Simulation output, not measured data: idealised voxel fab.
Process module, titled voxel air gaps
Cross-section cut spans 195 nm and uses square cells 5 nm in size.
Bands, listed from the top down, are how a cross-section gets written in this document; the cross-section itself is a grid of square cells, and a band is one or more rows of them. Within each band entry, the heights of the top and of the bottom of the band appear first, in that order and in nm; the materials of the band then follow from left to right, each with its corresponding width in nm. The designation "all across" on a single material indicates that it fills the band from edge to edge; the designation "air" indicates empty space. Ref level 0: as-received wafer is one material below here. Bottom band extends down with no lower bound ("from 0 down"). Width "30->40": first value at the band's top row of cells, second value at its bottom row, equal change from row to row. What does "changes: none" mean for a step? It means no cell of the cross-section changed in that step. For the entry "Closed internal voids", the listed items are empty spaces with no open way to the top whose size is 8 cells or more; each item follows the pattern width x height at distance, where distance is from the left edge and all three are in nm. Post-settings text on a step line: simulator's own remark regarding the step. Each step line may optionally specify "overlay nm", which for a step with a mask gives the rightward distance between the mask's planned place and where it lay, a negative value indicating the leftward direction.

Process steps foreseen in the plan
1) RECEIVE (material Si)
2) CONFORMAL_DEP (material SiO2; thk nm 10)
3) CONFORMAL_DEP (material SiN; thk nm 5)
4) DIRECTIONAL_DEP (material SiO2; thk nm 35)
5) MASKED_ETCH (tone open; mask id LINES; width nm 15; pitch nm 40; etch materials SiO2; depth nm 35; overlay nm 0)
6) CONFORMAL_DEP (material TiN; thk nm 5)
7) FILL_DEP (material W; thk nm 10)
8) CMP (height nm 50)
9) EPI (material Ru; thk nm 10)
10) SELECTIVE_ETCH (etch materials SiO2; depth nm 45)
11) CONFORMAL_DEP (material SiN; thk nm 5)

Cross-section of the wafer as it came to us, i.e., already through step 1
  from 0 down | Si all across
  Closed internal voids: none

The first of the two wafers as seen in cross-section once the module was finished; processing followed the plan
  from 65 to 60 | air (35), SiN (125), air (35)
  from 60 to 50 | air (35), SiN (5), Ru (35), SiN (5), Ru (35), SiN (5), Ru (35), SiN (5), air (35)
  from 50 to 45 | air (35), SiN (15), TiN (5), W (5), TiN (5), SiN (25), TiN (5), W (5), TiN (5), SiN (25), TiN (5), W (5), TiN (5), SiN (15), air (35)
  from 45 to 20 | air (45), SiN (5), TiN (5), W (5), TiN (5), SiN (5), air (15), SiN (5), TiN (5), W (5), TiN (5), SiN (5), air (15), SiN (5), TiN (5), W (5), TiN (5), SiN (5), air (45)
  from 20 to 15 | SiN (50), TiN (15), SiN (25), TiN (15), SiN (25), TiN (15), SiN (50)
  from 15 to 10 | SiN all across
  from 10 to 0 | SiO2 all across
  from 0 down | Si all across
  Closed internal voids: 15 x 25 at 70; 15 x 25 at 110

Wafer two, sectioned after the module: the first wafer's start, the first wafer's plan, and one mistake in how it was run
  from 65 to 60 | SiN all across
  from 60 to 50 | Ru all across
  from 50 to 20 | W (45), TiN (5), SiO2 (15), TiN (5), W (15), TiN (5), SiO2 (15), TiN (5), W (15), TiN (5), SiO2 (15), TiN (5), W (45)
  from 20 to 15 | TiN (50), SiO2 (15), TiN (25), SiO2 (15), TiN (25), SiO2 (15), TiN (50)
  from 15 to 10 | SiN all across
  from 10 to 0 | SiO2 all across
  from 0 down | Si all across
  Closed internal voids: none
Want to know what went wrong? step 5 deviated from plan and actually ran as MASKED_ETCH (tone cover; mask id LINES; width nm 15; pitch nm 40; etch materials SiO2; depth nm 35; overlay nm 0)
End check, counted in cells, second wafer has more or fewer of these materials than the first: 36 more of Ru | 70 fewer of SiN | 63 more of SiO2 | 21 more of TiN | 126 more of W
In the final state there are 2 closed voids in the first wafer, compared with 0 in the second wafer.
